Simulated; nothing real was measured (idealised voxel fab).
The following process module bears the name voxel gate over fins.
In the cross-section labelled cut, the width is 295 nm and each square cell is 5 nm.
A cross-section is a grid of square cells, given in bands from the top down. A band is one or more rows of cells.
Heads up on the band format: heights come first, top then bottom, in nm. After that it's the materials left to right, each with its width in nm. A single material flagged "edge to edge" fills the whole band edge to edge, and "empty" means there's empty space there.
It should be noted that heights are counted from 0, beneath which the wafer as supplied is of one material throughout, and that the lowest band possesses no lower boundary but continues downward, as written in "from 0 down".
Width: "30 to 40" (first number = top row, second number = bottom row, same change from row to row of cells).
"nothing got changed" means the step left every cell of the cross-section as it was.
Closed-off voids of 8+ cells (no open route to the top) go in "Trapped voids", written width x height at distance from the left edge, in nm.
after a step's settings: what the simulator itself notes on the step
overlay nm, on a step with a mask: how far to the right of its planned place the mask lay; to the left if negative

## This section lists the process steps that were planned
1: RECEIVE (material Si)
2: CONFORMAL_DEP (material SiN; thk nm 10)
3: DIRECTIONAL_DEP (material aC; thk nm 15)
4: PATTERN (tone cover; mask id FINS; material resist; width nm 15; pitch nm 35; thk nm 35; overlay nm 0)
5: DIRECTIONAL_ETCH (etch materials aC; depth nm 15)
6: STRIP (etch materials resist)
7: DIRECTIONAL_ETCH (etch materials SiN; depth nm 10)
8: DIRECTIONAL_ETCH (etch materials Si; depth nm 40)
9: STRIP (etch materials aC)
10: FILL_DEP (material SiO2; thk nm 10)
11: CMP (height nm 10)
12: SELECTIVE_ETCH (etch materials SiO2; depth nm 20)
13: STRIP (etch materials SiN)
14: CONFORMAL_DEP (material HfO2; thk nm 5)
15: CONFORMAL_DEP (material TiN; thk nm 5)
16: CONFORMAL_DEP (material TiAl; thk nm 5)
17: CONFORMAL_DEP (material TiN; thk nm 5)
18: FILL_DEP (material W; thk nm 15)
19: CMP (height nm 30)
20: CONFORMAL_DEP (material SiCN; thk nm 5)

## The first of the two wafers, which ran as planned

## Cross-section of the wafer as it came to us, i.e., already through step 1
* from 0 down  Si edge to edge
* Trapped voids: none

## Cross-section of the wafer subsequent to step 2
* from 10 to 0  SiN edge to edge
* Beneath the level 0, the cross-section is identical to its previous state.

## Cross-section of the wafer subsequent to step 3
* from 25 to 10  aC edge to edge
* Beneath the level 10, the cross-section is identical to its previous state.

## Cross-section of the wafer subsequent to step 4
* from 60 to 25  120 of empty | 15 of resist | 20 of empty | 15 of resist | 125 of empty
* Beneath the level 25, the cross-section is identical to its previous state.

## Cross-section of the wafer subsequent to step 5
* from 45 to 25  120 of empty | 15 of resist | 20 of empty | 15 of resist | 125 of empty
* from 25 to 10  120 of empty | 15 of aC | 20 of empty | 15 of aC | 125 of empty
* Beneath the level 10, the cross-section is identical to its previous state.

## Cross-section of the wafer subsequent to step 6
* from 25 to 10  120 of empty | 15 of aC | 20 of empty | 15 of aC | 125 of empty
* Beneath the level 10, the cross-section is identical to its previous state.

## Cross-section of the wafer subsequent to step 7
* from 25 to 10  120 of empty | 15 of aC | 20 of empty | 15 of aC | 125 of empty
* from 10 to 0  120 of empty | 15 of SiN | 20 of empty | 15 of SiN | 125 of empty
* Beneath the level 0, the cross-section is identical to its previous state.

## Cross-section of the wafer subsequent to step 8
* from 25 to 10  120 of empty | 15 of aC | 20 of empty | 15 of aC | 125 of empty
* from 10 to 0  120 of empty | 15 of SiN | 20 of empty | 15 of SiN | 125 of empty
* from 0 to -40  120 of empty | 15 of Si | 20 of empty | 15 of Si | 125 of empty
* Beneath the level -40, the cross-section is identical to its previous state.

## Cross-section of the wafer subsequent to step 9
* from 10 to 0  120 of empty | 15 of SiN | 20 of empty | 15 of SiN | 125 of empty
* Beneath the level 0, the cross-section is identical to its previous state.

## Cross-section of the wafer subsequent to step 10
* from 20 to 10  SiO2 edge to edge
* from 10 to 0  120 of SiO2 | 15 of SiN | 20 of SiO2 | 15 of SiN | 125 of SiO2
* from 0 to -40  120 of SiO2 | 15 of Si | 20 of SiO2 | 15 of Si | 125 of SiO2
* Beneath the level -40, the cross-section is identical to its previous state.

## Cross-section of the wafer subsequent to step 11
* from 10 to 0  120 of SiO2 | 15 of SiN | 20 of SiO2 | 15 of SiN | 125 of SiO2
* Beneath the level 0, the cross-section is identical to its previous state.

## Cross-section of the wafer subsequent to step 12
* from 10 to 0  120 of empty | 15 of SiN | 20 of empty | 15 of SiN | 125 of empty
* from 0 to -10  120 of empty | 15 of Si | 20 of empty | 15 of Si | 125 of empty
* Beneath the level -10, the cross-section is identical to its previous state.

## Cross-section of the wafer subsequent to step 13
* from 0 to -10  120 of empty | 15 of Si | 20 of empty | 15 of Si | 125 of empty
* Beneath the level -10, the cross-section is identical to its previous state.

## Cross-section of the wafer subsequent to step 14
* from 5 to 0  115 of empty | 25 of HfO2 | 10 of empty | 25 of HfO2 | 120 of empty
* from 0 to -5  115 of empty | 5 of HfO2 | 15 of Si | 5 of HfO2 | 10 of empty | 5 of HfO2 | 15 of Si | 5 of HfO2 | 120 of empty
* from -5 to -10  120 of HfO2 | 15 of Si | 20 of HfO2 | 15 of Si | 125 of HfO2
* Beneath the level -10, the cross-section is identical to its previous state.

## Cross-section of the wafer subsequent to step 15
* from 10 to 5  110 of empty | 70 of TiN | 115 of empty
* from 5 to 0  110 of empty | 5 of TiN | 25 of HfO2 | 10 of TiN | 25 of HfO2 | 5 of TiN | 115 of empty
* from 0 to -5  115 of TiN | 5 of HfO2 | 15 of Si | 5 of HfO2 | 10 of TiN | 5 of HfO2 | 15 of Si | 5 of HfO2 | 120 of TiN
* Beneath the level -5, the cross-section is identical to its previous state.

## Cross-section of the wafer subsequent to step 16
* from 15 to 10  105 of empty | 80 of TiAl | 110 of empty
* from 10 to 5  105 of empty | 5 of TiAl | 70 of TiN | 5 of TiAl | 110 of empty
* from 5 to 0  110 of TiAl | 5 of TiN | 25 of HfO2 | 10 of TiN | 25 of HfO2 | 5 of TiN | 115 of TiAl
* Beneath the level 0, the cross-section is identical to its previous state.

## Cross-section of the wafer subsequent to step 17
* from 20 to 15  100 of empty | 90 of TiN | 105 of empty
* from 15 to 10  100 of empty | 5 of TiN | 80 of TiAl | 5 of TiN | 105 of empty
* from 10 to 5  105 of TiN | 5 of TiAl | 70 of TiN | 5 of TiAl | 110 of TiN
* Beneath the level 5, the cross-section is identical to its previous state.

## Cross-section of the wafer subsequent to step 18
* from 35 to 20  W edge to edge
* from 20 to 15  100 of W | 90 of TiN | 105 of W
* from 15 to 10  100 of W | 5 of TiN | 80 of TiAl | 5 of TiN | 105 of W
* Beneath the level 10, the cross-section is identical to its previous state.

## Cross-section of the wafer subsequent to step 19
* from 30 to 20  W edge to edge
* Beneath the level 20, the cross-section is identical to its previous state.

## Cross-section of the wafer subsequent to step 20
* from 35 to 30  SiCN edge to edge
* Beneath the level 30, the cross-section is identical to its previous state.

## The second wafer began exactly as the first did and followed the same plan, but one mistake was made while running it; through step 13 inclusive, the two wafers are identical

Cross-section of the second wafer when, according to plan, step 14 should have finished: nothing got changed

## Cross-section of the second wafer when, according to plan, step 15 should have finished
* from 5 to 0  115 of empty | 25 of TiN | 10 of empty | 25 of TiN | 120 of empty
* from 0 to -5  115 of empty | 5 of TiN | 15 of Si | 5 of TiN | 10 of empty | 5 of TiN | 15 of Si | 5 of TiN | 120 of empty
* from -5 to -10  120 of TiN | 15 of Si | 20 of TiN | 15 of Si | 125 of TiN
* Beneath the level -10, the cross-section is identical to its previous state.

## Cross-section of the second wafer when, according to plan, step 16 should have finished
* from 10 to 5  110 of empty | 70 of TiAl | 115 of empty
* from 5 to 0  110 of empty | 5 of TiAl | 25 of TiN | 10 of TiAl | 25 of TiN | 5 of TiAl | 115 of empty
* from 0 to -5  115 of TiAl | 5 of TiN | 15 of Si | 5 of TiN | 10 of TiAl | 5 of TiN | 15 of Si | 5 of TiN | 120 of TiAl
* Beneath the level -5, the cross-section is identical to its previous state.

## Cross-section of the second wafer when, according to plan, step 17 should have finished
* from 15 to 10  105 of empty | 80 of TiN | 110 of empty
* from 10 to 5  105 of empty | 5 of TiN | 70 of TiAl | 5 of TiN | 110 of empty
* from 5 to 0  110 of TiN | 5 of TiAl | 25 of TiN | 10 of TiAl | 25 of TiN | 5 of TiAl | 115 of TiN
* Beneath the level 0, the cross-section is identical to its previous state.

## Cross-section of the second wafer when, according to plan, step 18 should have finished
* from 30 to 15  W edge to edge
* from 15 to 10  105 of W | 80 of TiN | 110 of W
* from 10 to 5  105 of W | 5 of TiN | 70 of TiAl | 5 of TiN | 110 of W
* Beneath the level 5, the cross-section is identical to its previous state.

Cross-section of the second wafer when, according to plan, step 19 should have finished: nothing got changed

## Cross-section of the second wafer when, according to plan, step 20 should have finished
* from 35 to 30  SiCN edge to edge
* Beneath the level 30, the cross-section is identical to its previous state.
Short version of what went wrong: step 14 of the plan got skipped, so it never ran
Materials where the second wafer ends with more or fewer cells than the first: HfO2 -67 | TiAl +4 | W +63
